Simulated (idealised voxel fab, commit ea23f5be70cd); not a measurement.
The process module that follows is named voxel wiring stack.
The width of the displayed cross-section, cut, is 260 nm; its cells are square, with a size of 5 nm.
Throughout this document, each cross-section is represented as a grid of square cells and is presented as a sequence of bands enumerated from the top downward, where a band comprises one or more rows of cells.
Heights first: top, then bottom, in nm. Then materials, left to right, each with a width in nm. "everywhere" on a single material: fills the band edge to edge. "air": empty space.
A quick word on heights: they are counted from 0, and under that level the wafer as it came to us is one material throughout. The lowest band is different from the rest in having no bottom; it simply continues downward, written as in "0 and below".
Note: "30..40" means the width goes from the first number (top row of the band) to the second number (bottom row) in equal steps per row of cells.
"nothing got changed" for a step: no cell of the cross-section changed in that step.
The label "Closed void list" introduces a list of the empty spaces, 8 cells or larger, that have no open way up to the top; each entry in it reads width x height at distance, where the distance is taken from the left edge and all three are stated in nm.
Step line, after settings: the simulator's comment on this step.
The setting "overlay nm" may be written on the line of a step. When the step uses a mask, the value reports how far to the right of the planned place the mask lay, and a negative value reports that it lay to the left.
Process steps (planned)
1. RECEIVE: material Si
2. CONFORMAL_DEP: material SiO2, thk nm 10
3. CONFORMAL_DEP: material SiN, thk nm 5
4. DIRECTIONAL_DEP: material lowk, thk nm 20
5. PATTERN: tone open, mask id METAL_1, material resist, width nm 20, pitch nm 40, thk nm 15, overlay nm 0
6. DIRECTIONAL_ETCH: etch materials lowk, depth nm 20
7. DIRECTIONAL_ETCH: etch materials SiN, depth nm 5
8. STRIP: etch materials resist
9. CONFORMAL_DEP: material TiN, thk nm 5
10. FILL_DEP: material Cu, thk nm 10
11. CMP: height nm 35
12. EPI: material Ru, thk nm 5
13. FILL_DEP: material SiCN, thk nm 5
14. DIRECTIONAL_DEP: material SiO2, thk nm 15
15. MASKED_ETCH: tone open, mask id PLUG_1, width nm 15, pitch nm 40, etch materials SiO2, depth nm 15, overlay nm 0
16. MASKED_ETCH: tone open, mask id PLUG_1, width nm 15, pitch nm 40, etch materials SiCN, depth nm 5, overlay nm 0
17. EPI: material Ru, thk nm 10
18. EPI: material Ru, thk nm 10
19. CONFORMAL_DEP: material SiN, thk nm 5
20. DIRECTIONAL_DEP: material SiO2, thk nm 25
21. PATTERN: tone open, mask id METAL_2, material resist, width nm 20, pitch nm 40, thk nm 15, overlay nm 0
22. DIRECTIONAL_ETCH: etch materials SiO2, depth nm 25
23. DIRECTIONAL_ETCH: etch materials SiN, depth nm 5
24. STRIP: etch materials resist
25. CONFORMAL_DEP: material TiN, thk nm 5
26. FILL_DEP: material W, thk nm 5
27. CMP: height nm 90
28. EPI: material Ru, thk nm 5
29. FILL_DEP: material SiCN, thk nm 5
30. DIRECTIONAL_DEP: material lowk, thk nm 35
31. MASKED_ETCH: tone open, mask id METAL_3, width nm 20, pitch nm 40, etch materials lowk, depth nm 20, overlay nm 0
32. DIRECTIONAL_DEP: material aC, thk nm 15
33. PATTERN: tone open, mask id METAL_3_HOLES, material resist, width nm 15, pitch nm 80, thk nm 35, overlay nm 0
34. DIRECTIONAL_ETCH: etch materials aC, depth nm 15
35. STRIP: etch materials resist
36. DIRECTIONAL_ETCH: etch materials lowk, depth nm 15
37. DIRECTIONAL_ETCH: etch materials SiCN, depth nm 5
38. STRIP: etch materials aC
39. CONFORMAL_DEP: material TiN, thk nm 5
40. FILL_DEP: material Ru, thk nm 10
41. CMP: height nm 135
42. CONFORMAL_DEP: material SiCN, thk nm 5
First of the two wafers, run per plan
Cross-section, incoming material, after step 1
0 and below = Si everywhere
Closed void list: none
After step 2
10 down to 0 = SiO2 everywhere
Lower than 0, everything is as it was.
After step 3
15 down to 10 = SiN everywhere
Lower than 10, everything is as it was.
After step 4
35 down to 15 = lowk everywhere
Lower than 15, everything is as it was.
After step 5
50 down to 35 = resist 60 nm | air 20 nm | resist 20 nm | air 20 nm | resist 20 nm | air 20 nm | resist 20 nm | air 20 nm | resist 60 nm
Lower than 35, everything is as it was.
After step 6
50 down to 35 = resist 60 nm | air 20 nm | resist 20 nm | air 20 nm | resist 20 nm | air 20 nm | resist 20 nm | air 20 nm | resist 60 nm
35 down to 15 = lowk 60 nm | air 20 nm | lowk 20 nm | air 20 nm | lowk 20 nm | air 20 nm | lowk 20 nm | air 20 nm | lowk 60 nm
Lower than 15, everything is as it was.
After step 7
50 down to 35 = resist 60 nm | air 20 nm | resist 20 nm | air 20 nm | resist 20 nm | air 20 nm | resist 20 nm | air 20 nm | resist 60 nm
35 down to 15 = lowk 60 nm | air 20 nm | lowk 20 nm | air 20 nm | lowk 20 nm | air 20 nm | lowk 20 nm | air 20 nm | lowk 60 nm
15 down to 10 = SiN 60 nm | air 20 nm | SiN 20 nm | air 20 nm | SiN 20 nm | air 20 nm | SiN 20 nm | air 20 nm | SiN 60 nm
Lower than 10, everything is as it was.
After step 8
35 down to 15 = lowk 60 nm | air 20 nm | lowk 20 nm | air 20 nm | lowk 20 nm | air 20 nm | lowk 20 nm | air 20 nm | lowk 60 nm
Lower than 15, everything is as it was.
After step 9
40 down to 35 = TiN 65 nm | air 10 nm | TiN 30 nm | air 10 nm | TiN 30 nm | air 10 nm | TiN 30 nm | air 10 nm | TiN 65 nm
35 down to 15 = lowk 60 nm | TiN 5 nm | air 10 nm | TiN 5 nm | lowk 20 nm | TiN 5 nm | air 10 nm | TiN 5 nm | lowk 20 nm | TiN 5 nm | air 10 nm | TiN 5 nm | lowk 20 nm | TiN 5 nm | air 10 nm | TiN 5 nm | lowk 60 nm
15 down to 10 = SiN 60 nm | TiN 20 nm | SiN 20 nm | TiN 20 nm | SiN 20 nm | TiN 20 nm | SiN 20 nm | TiN 20 nm | SiN 60 nm
Lower than 10, everything is as it was.
After step 10
50 down to 40 = Cu everywhere
40 down to 35 = TiN 65 nm | Cu 10 nm | TiN 30 nm | Cu 10 nm | TiN 30 nm | Cu 10 nm | TiN 30 nm | Cu 10 nm | TiN 65 nm
35 down to 15 = lowk 60 nm | TiN 5 nm | Cu 10 nm | TiN 5 nm | lowk 20 nm | TiN 5 nm | Cu 10 nm | TiN 5 nm | lowk 20 nm | TiN 5 nm | Cu 10 nm | TiN 5 nm | lowk 20 nm | TiN 5 nm | Cu 10 nm | TiN 5 nm | lowk 60 nm
Lower than 15, everything is as it was.
After step 11
35 down to 15 = lowk 60 nm | TiN 5 nm | Cu 10 nm | TiN 5 nm | lowk 20 nm | TiN 5 nm | Cu 10 nm | TiN 5 nm | lowk 20 nm | TiN 5 nm | Cu 10 nm | TiN 5 nm | lowk 20 nm | TiN 5 nm | Cu 10 nm | TiN 5 nm | lowk 60 nm
Lower than 15, everything is as it was.
After step 12
40 down to 35 = air 55 nm | Ru 30 nm | air 10 nm | Ru 30 nm | air 10 nm | Ru 30 nm | air 10 nm | Ru 30 nm | air 55 nm
Lower than 35, everything is as it was.
After step 13
45 down to 40 = SiCN everywhere
40 down to 35 = SiCN 55 nm | Ru 30 nm | SiCN 10 nm | Ru 30 nm | SiCN 10 nm | Ru 30 nm | SiCN 10 nm | Ru 30 nm | SiCN 55 nm
Lower than 35, everything is as it was.
After step 14
60 down to 45 = SiO2 everywhere
Lower than 45, everything is as it was.
After step 15
60 down to 45 = SiO2 60 nm | air 15 nm | SiO2 25 nm | air 15 nm | SiO2 25 nm | air 15 nm | SiO2 25 nm | air 15 nm | SiO2 65 nm
Lower than 45, everything is as it was.
After step 16
60 down to 45 = SiO2 60 nm | air 15 nm | SiO2 25 nm | air 15 nm | SiO2 25 nm | air 15 nm | SiO2 25 nm | air 15 nm | SiO2 65 nm
45 down to 40 = SiCN 60 nm | air 15 nm | SiCN 25 nm | air 15 nm | SiCN 25 nm | air 15 nm | SiCN 25 nm | air 15 nm | SiCN 65 nm
Lower than 40, everything is as it was.
After step 17
60 down to 50 = SiO2 60 nm | air 15 nm | SiO2 25 nm | air 15 nm | SiO2 25 nm | air 15 nm | SiO2 25 nm | air 15 nm | SiO2 65 nm
50 down to 45 = SiO2 60 nm | Ru 15 nm | SiO2 25 nm | Ru 15 nm | SiO2 25 nm | Ru 15 nm | SiO2 25 nm | Ru 15 nm | SiO2 65 nm
45 down to 35 = SiCN 60..55 nm | Ru 15..30 nm | SiCN 25..10 nm | Ru 15..30 nm | SiCN 25..10 nm | Ru 15..30 nm | SiCN 25..10 nm | Ru 15..30 nm | SiCN 65..55 nm
Lower than 35, everything is as it was.
After step 18
60 down to 45 = SiO2 60 nm | Ru 15 nm | SiO2 25 nm | Ru 15 nm | SiO2 25 nm | Ru 15 nm | SiO2 25 nm | Ru 15 nm | SiO2 65 nm
Lower than 45, everything is as it was.
After step 19
65 down to 60 = SiN everywhere
Lower than 60, everything is as it was.
After step 20
90 down to 65 = SiO2 everywhere
Lower than 65, everything is as it was.
After step 21
105 down to 90 = resist 60 nm | air 20 nm | resist 20 nm | air 20 nm | resist 20 nm | air 20 nm | resist 20 nm | air 20 nm | resist 60 nm
Lower than 90, everything is as it was.
After step 22
105 down to 90 = resist 60 nm | air 20 nm | resist 20 nm | air 20 nm | resist 20 nm | air 20 nm | resist 20 nm | air 20 nm | resist 60 nm
90 down to 65 = SiO2 60 nm | air 20 nm | SiO2 20 nm | air 20 nm | SiO2 20 nm | air 20 nm | SiO2 20 nm | air 20 nm | SiO2 60 nm
Lower than 65, everything is as it was.
After step 23
105 down to 90 = resist 60 nm | air 20 nm | resist 20 nm | air 20 nm | resist 20 nm | air 20 nm | resist 20 nm | air 20 nm | resist 60 nm
90 down to 65 = SiO2 60 nm | air 20 nm | SiO2 20 nm | air 20 nm | SiO2 20 nm | air 20 nm | SiO2 20 nm | air 20 nm | SiO2 60 nm
65 down to 60 = SiN 60 nm | air 20 nm | SiN 20 nm | air 20 nm | SiN 20 nm | air 20 nm | SiN 20 nm | air 20 nm | SiN 60 nm
Lower than 60, everything is as it was.
After step 24
90 down to 65 = SiO2 60 nm | air 20 nm | SiO2 20 nm | air 20 nm | SiO2 20 nm | air 20 nm | SiO2 20 nm | air 20 nm | SiO2 60 nm
Lower than 65, everything is as it was.
After step 25
95 down to 90 = TiN 65 nm | air 10 nm | TiN 30 nm | air 10 nm | TiN 30 nm | air 10 nm | TiN 30 nm | air 10 nm | TiN 65 nm
90 down to 65 = SiO2 60 nm | TiN 5 nm | air 10 nm | TiN 5 nm | SiO2 20 nm | TiN 5 nm | air 10 nm | TiN 5 nm | SiO2 20 nm | TiN 5 nm | air 10 nm | TiN 5 nm | SiO2 20 nm | TiN 5 nm | air 10 nm | TiN 5 nm | SiO2 60 nm
65 down to 60 = SiN 60 nm | TiN 20 nm | SiN 20 nm | TiN 20 nm | SiN 20 nm | TiN 20 nm | SiN 20 nm | TiN 20 nm | SiN 60 nm
Lower than 60, everything is as it was.
After step 26
100 down to 95 = W everywhere
95 down to 90 = TiN 65 nm | W 10 nm | TiN 30 nm | W 10 nm | TiN 30 nm | W 10 nm | TiN 30 nm | W 10 nm | TiN 65 nm
90 down to 65 = SiO2 60 nm | TiN 5 nm | W 10 nm | TiN 5 nm | SiO2 20 nm | TiN 5 nm | W 10 nm | TiN 5 nm | SiO2 20 nm | TiN 5 nm | W 10 nm | TiN 5 nm | SiO2 20 nm | TiN 5 nm | W 10 nm | TiN 5 nm | SiO2 60 nm
Lower than 65, everything is as it was.
After step 27
90 down to 65 = SiO2 60 nm | TiN 5 nm | W 10 nm | TiN 5 nm | SiO2 20 nm | TiN 5 nm | W 10 nm | TiN 5 nm | SiO2 20 nm | TiN 5 nm | W 10 nm | TiN 5 nm | SiO2 20 nm | TiN 5 nm | W 10 nm | TiN 5 nm | SiO2 60 nm
Lower than 65, everything is as it was.
After step 28
95 down to 90 = air 55 nm | Ru 30 nm | air 10 nm | Ru 30 nm | air 10 nm | Ru 30 nm | air 10 nm | Ru 30 nm | air 55 nm
Lower than 90, everything is as it was.
After step 29
100 down to 95 = SiCN everywhere
95 down to 90 = SiCN 55 nm | Ru 30 nm | SiCN 10 nm | Ru 30 nm | SiCN 10 nm | Ru 30 nm | SiCN 10 nm | Ru 30 nm | SiCN 55 nm
Lower than 90, everything is as it was.
After step 30
135 down to 100 = lowk everywhere
Lower than 100, everything is as it was.
After step 31
135 down to 115 = lowk 60 nm | air 20 nm | lowk 20 nm | air 20 nm | lowk 20 nm | air 20 nm | lowk 20 nm | air 20 nm | lowk 60 nm
Lower than 115, everything is as it was.
After step 32
150 down to 135 = aC 60 nm | air 20 nm | aC 20 nm | air 20 nm | aC 20 nm | air 20 nm | aC 20 nm | air 20 nm | aC 60 nm
135 down to 130 = lowk 60 nm | air 20 nm | lowk 20 nm | air 20 nm | lowk 20 nm | air 20 nm | lowk 20 nm | air 20 nm | lowk 60 nm
130 down to 115 = lowk 60 nm | aC 20 nm | lowk 20 nm | aC 20 nm | lowk 20 nm | aC 20 nm | lowk 20 nm | aC 20 nm | lowk 60 nm
Lower than 115, everything is as it was.
After step 33
185 down to 150 = resist 60 nm | air 15 nm | resist 65 nm | air 15 nm | resist 105 nm
150 down to 135 = aC 60 nm | air 15 nm | resist 5 nm | aC 20 nm | resist 20 nm | aC 20 nm | air 15 nm | resist 5 nm | aC 20 nm | resist 20 nm | aC 60 nm
135 down to 130 = lowk 60 nm | air 15 nm | resist 5 nm | lowk 20 nm | resist 20 nm | lowk 20 nm | air 15 nm | resist 5 nm | lowk 20 nm | resist 20 nm | lowk 60 nm
Lower than 130, everything is as it was.
After step 34
170 down to 150 = resist 60 nm | air 15 nm | resist 65 nm | air 15 nm | resist 105 nm
150 down to 135 = aC 60 nm | air 15 nm | resist 5 nm | aC 20 nm | resist 20 nm | aC 20 nm | air 15 nm | resist 5 nm | aC 20 nm | resist 20 nm | aC 60 nm
135 down to 130 = lowk 60 nm | air 15 nm | resist 5 nm | lowk 20 nm | resist 20 nm | lowk 20 nm | air 15 nm | resist 5 nm | lowk 20 nm | resist 20 nm | lowk 60 nm
130 down to 115 = lowk 60 nm | air 15 nm | aC 5 nm | lowk 20 nm | aC 20 nm | lowk 20 nm | air 15 nm | aC 5 nm | lowk 20 nm | aC 20 nm | lowk 60 nm
Lower than 115, everything is as it was.
After step 35
150 down to 135 = aC 60 nm | air 20 nm | aC 20 nm | air 20 nm | aC 20 nm | air 20 nm | aC 20 nm | air 20 nm | aC 60 nm
135 down to 130 = lowk 60 nm | air 20 nm | lowk 20 nm | air 20 nm | lowk 20 nm | air 20 nm | lowk 20 nm | air 20 nm | lowk 60 nm
Lower than 130, everything is as it was.
After step 36
150 down to 135 = aC 60 nm | air 20 nm | aC 20 nm | air 20 nm | aC 20 nm | air 20 nm | aC 20 nm | air 20 nm | aC 60 nm
135 down to 130 = lowk 60 nm | air 20 nm | lowk 20 nm | air 20 nm | lowk 20 nm | air 20 nm | lowk 20 nm | air 20 nm | lowk 60 nm
130 down to 115 = lowk 60 nm | air 15 nm | aC 5 nm | lowk 20 nm | aC 20 nm | lowk 20 nm | air 15 nm | aC 5 nm | lowk 20 nm | aC 20 nm | lowk 60 nm
115 down to 100 = lowk 60 nm | air 15 nm | lowk 65 nm | air 15 nm | lowk 105 nm
Lower than 100, everything is as it was.
After step 37
150 down to 135 = aC 60 nm | air 20 nm | aC 20 nm | air 20 nm | aC 20 nm | air 20 nm | aC 20 nm | air 20 nm | aC 60 nm
135 down to 130 = lowk 60 nm | air 20 nm | lowk 20 nm | air 20 nm | lowk 20 nm | air 20 nm | lowk 20 nm | air 20 nm | lowk 60 nm
130 down to 115 = lowk 60 nm | air 15 nm | aC 5 nm | lowk 20 nm | aC 20 nm | lowk 20 nm | air 15 nm | aC 5 nm | lowk 20 nm | aC 20 nm | lowk 60 nm
115 down to 100 = lowk 60 nm | air 15 nm | lowk 65 nm | air 15 nm | lowk 105 nm
100 down to 95 = SiCN 60 nm | air 15 nm | SiCN 65 nm | air 15 nm | SiCN 105 nm
Lower than 95, everything is as it was.
After step 38
135 down to 115 = lowk 60 nm | air 20 nm | lowk 20 nm | air 20 nm | lowk 20 nm | air 20 nm | lowk 20 nm | air 20 nm | lowk 60 nm
Lower than 115, everything is as it was.
After step 39
140 down to 135 = TiN 65 nm | air 10 nm | TiN 30 nm | air 10 nm | TiN 30 nm | air 10 nm | TiN 30 nm | air 10 nm | TiN 65 nm
135 down to 120 = lowk 60 nm | TiN 5 nm | air 10 nm | TiN 5 nm | lowk 20 nm | TiN 5 nm | air 10 nm | TiN 5 nm | lowk 20 nm | TiN 5 nm | air 10 nm | TiN 5 nm | lowk 20 nm | TiN 5 nm | air 10 nm | TiN 5 nm | lowk 60 nm
120 down to 115 = lowk 60 nm | TiN 5 nm | air 5 nm | TiN 10 nm | lowk 20 nm | TiN 20 nm | lowk 20 nm | TiN 5 nm | air 5 nm | TiN 10 nm | lowk 20 nm | TiN 20 nm | lowk 60 nm
115 down to 100 = lowk 60 nm | TiN 5 nm | air 5 nm | TiN 5 nm | lowk 65 nm | TiN 5 nm | air 5 nm | TiN 5 nm | lowk 105 nm
100 down to 95 = SiCN 60 nm | TiN 15 nm | SiCN 65 nm | TiN 15 nm | SiCN 105 nm
Lower than 95, everything is as it was.
After step 40
150 down to 140 = Ru everywhere
140 down to 135 = TiN 65 nm | Ru 10 nm | TiN 30 nm | Ru 10 nm | TiN 30 nm | Ru 10 nm | TiN 30 nm | Ru 10 nm | TiN 65 nm
135 down to 120 = lowk 60 nm | TiN 5 nm | Ru 10 nm | TiN 5 nm | lowk 20 nm | TiN 5 nm | Ru 10 nm | TiN 5 nm | lowk 20 nm | TiN 5 nm | Ru 10 nm | TiN 5 nm | lowk 20 nm | TiN 5 nm | Ru 10 nm | TiN 5 nm | lowk 60 nm
120 down to 115 = lowk 60 nm | TiN 5 nm | Ru 5 nm | TiN 10 nm | lowk 20 nm | TiN 20 nm | lowk 20 nm | TiN 5 nm | Ru 5 nm | TiN 10 nm | lowk 20 nm | TiN 20 nm | lowk 60 nm
115 down to 100 = lowk 60 nm | TiN 5 nm | Ru 5 nm | TiN 5 nm | lowk 65 nm | TiN 5 nm | Ru 5 nm | TiN 5 nm | lowk 105 nm
Lower than 100, everything is as it was.
After step 41
135 down to 120 = lowk 60 nm | TiN 5 nm | Ru 10 nm | TiN 5 nm | lowk 20 nm | TiN 5 nm | Ru 10 nm | TiN 5 nm | lowk 20 nm | TiN 5 nm | Ru 10 nm | TiN 5 nm | lowk 20 nm | TiN 5 nm | Ru 10 nm | TiN 5 nm | lowk 60 nm
Lower than 120, everything is as it was.
After step 42
140 down to 135 = SiCN everywhere
Lower than 135, everything is as it was.
Second Wafer (Identical Start and Plan, One Processing Error; Matches First Wafer Through Step 30)
Second wafer at the planned finish of step 31, seen in cross-section
135 down to 115 = air 60 nm | lowk 20 nm | air 20 nm | lowk 20 nm | air 20 nm | lowk 20 nm | air 20 nm | lowk 20 nm | air 60 nm
Lower than 115, everything is as it was.
Second wafer at the planned finish of step 32, seen in cross-section
150 down to 135 = air 60 nm | aC 20 nm | air 20 nm | aC 20 nm | air 20 nm | aC 20 nm | air 20 nm | aC 20 nm | air 60 nm
135 down to 130 = air 60 nm | lowk 20 nm | air 20 nm | lowk 20 nm | air 20 nm | lowk 20 nm | air 20 nm | lowk 20 nm | air 60 nm
130 down to 115 = aC 60 nm | lowk 20 nm | aC 20 nm | lowk 20 nm | aC 20 nm | lowk 20 nm | aC 20 nm | lowk 20 nm | aC 60 nm
Lower than 115, everything is as it was.
Second wafer at the planned finish of step 33, seen in cross-section
185 down to 150 = resist 60 nm | air 15 nm | resist 65 nm | air 15 nm | resist 105 nm
150 down to 135 = resist 60 nm | aC 20 nm | resist 20 nm | aC 20 nm | resist 20 nm | aC 20 nm | resist 20 nm | aC 20 nm | resist 60 nm
135 down to 130 = resist 60 nm | lowk 20 nm | resist 20 nm | lowk 20 nm | resist 20 nm | lowk 20 nm | resist 20 nm | lowk 20 nm | resist 60 nm
Lower than 130, everything is as it was.
Second wafer at the planned finish of step 34, seen in cross-section
170 down to 150 = resist 60 nm | air 15 nm | resist 65 nm | air 15 nm | resist 105 nm
150 down to 135 = resist 60 nm | air 15 nm | aC 5 nm | resist 20 nm | aC 20 nm | resist 20 nm | air 15 nm | aC 5 nm | resist 20 nm | aC 20 nm | resist 60 nm
Lower than 135, everything is as it was.
Second wafer at the planned finish of step 35, seen in cross-section
150 down to 135 = air 75 nm | aC 5 nm | air 20 nm | aC 20 nm | air 35 nm | aC 5 nm | air 20 nm | aC 20 nm | air 60 nm
135 down to 130 = air 60 nm | lowk 20 nm | air 20 nm | lowk 20 nm | air 20 nm | lowk 20 nm | air 20 nm | lowk 20 nm | air 60 nm
Lower than 130, everything is as it was.
Second wafer at the planned finish of step 36, seen in cross-section
150 down to 135 = air 75 nm | aC 5 nm | air 20 nm | aC 20 nm | air 35 nm | aC 5 nm | air 20 nm | aC 20 nm | air 60 nm
135 down to 130 = air 75 nm | lowk 5 nm | air 20 nm | lowk 20 nm | air 35 nm | lowk 5 nm | air 20 nm | lowk 20 nm | air 60 nm
130 down to 120 = aC 60 nm | air 15 nm | lowk 5 nm | aC 20 nm | lowk 20 nm | aC 20 nm | air 15 nm | lowk 5 nm | aC 20 nm | lowk 20 nm | aC 60 nm
Lower than 120, everything is as it was.
Second wafer at the planned finish of step 37, seen in cross-section: nothing got changed
Second wafer at the planned finish of step 38, seen in cross-section
135 down to 120 = air 75 nm | lowk 5 nm | air 20 nm | lowk 20 nm | air 35 nm | lowk 5 nm | air 20 nm | lowk 20 nm | air 60 nm
120 down to 115 = air 60 nm | lowk 20 nm | air 20 nm | lowk 20 nm | air 20 nm | lowk 20 nm | air 20 nm | lowk 20 nm | air 60 nm
Lower than 115, everything is as it was.
Second wafer at the planned finish of step 39, seen in cross-section
140 down to 135 = air 70 nm | TiN 15 nm | air 10 nm | TiN 30 nm | air 25 nm | TiN 15 nm | air 10 nm | TiN 30 nm | air 55 nm
135 down to 125 = air 70 nm | TiN 5 nm | lowk 5 nm | TiN 5 nm | air 10 nm | TiN 5 nm | lowk 20 nm | TiN 5 nm | air 25 nm | TiN 5 nm | lowk 5 nm | TiN 5 nm | air 10 nm | TiN 5 nm | lowk 20 nm | TiN 5 nm | air 55 nm
125 down to 120 = air 55 nm | TiN 20 nm | lowk 5 nm | TiN 5 nm | air 10 nm | TiN 5 nm | lowk 20 nm | TiN 5 nm | air 10 nm | TiN 20 nm | lowk 5 nm | TiN 5 nm | air 10 nm | TiN 5 nm | lowk 20 nm | TiN 5 nm | air 55 nm
120 down to 115 = TiN 60 nm | lowk 20 nm | TiN 20 nm | lowk 20 nm | TiN 20 nm | lowk 20 nm | TiN 20 nm | lowk 20 nm | TiN 60 nm
Lower than 115, everything is as it was.
Second wafer at the planned finish of step 40, seen in cross-section
150 down to 140 = Ru everywhere
140 down to 135 = Ru 70 nm | TiN 15 nm | Ru 10 nm | TiN 30 nm | Ru 25 nm | TiN 15 nm | Ru 10 nm | TiN 30 nm | Ru 55 nm
135 down to 125 = Ru 70 nm | TiN 5 nm | lowk 5 nm | TiN 5 nm | Ru 10 nm | TiN 5 nm | lowk 20 nm | TiN 5 nm | Ru 25 nm | TiN 5 nm | lowk 5 nm | TiN 5 nm | Ru 10 nm | TiN 5 nm | lowk 20 nm | TiN 5 nm | Ru 55 nm
125 down to 120 = Ru 55 nm | TiN 20 nm | lowk 5 nm | TiN 5 nm | Ru 10 nm | TiN 5 nm | lowk 20 nm | TiN 5 nm | Ru 10 nm | TiN 20 nm | lowk 5 nm | TiN 5 nm | Ru 10 nm | TiN 5 nm | lowk 20 nm | TiN 5 nm | Ru 55 nm
Lower than 120, everything is as it was.
Second wafer at the planned finish of step 41, seen in cross-section
135 down to 125 = Ru 70 nm | TiN 5 nm | lowk 5 nm | TiN 5 nm | Ru 10 nm | TiN 5 nm | lowk 20 nm | TiN 5 nm | Ru 25 nm | TiN 5 nm | lowk 5 nm | TiN 5 nm | Ru 10 nm | TiN 5 nm | lowk 20 nm | TiN 5 nm | Ru 55 nm
Lower than 125, everything is as it was.
Second wafer at the planned finish of step 42, seen in cross-section
140 down to 135 = SiCN everywhere
Lower than 135, everything is as it was.
The mistake made against the process plan was this: step 31 ran as: MASKED_ETCH: tone cover, mask id METAL_3, width nm 20, pitch nm 40, etch materials lowk, depth nm 20, overlay nm 0
At the finish, the second wafer shows more or fewer cells for some materials than the first does: 64 more of Ru, 6 more of SiCN, 10 more of TiN, 80 fewer of lowk
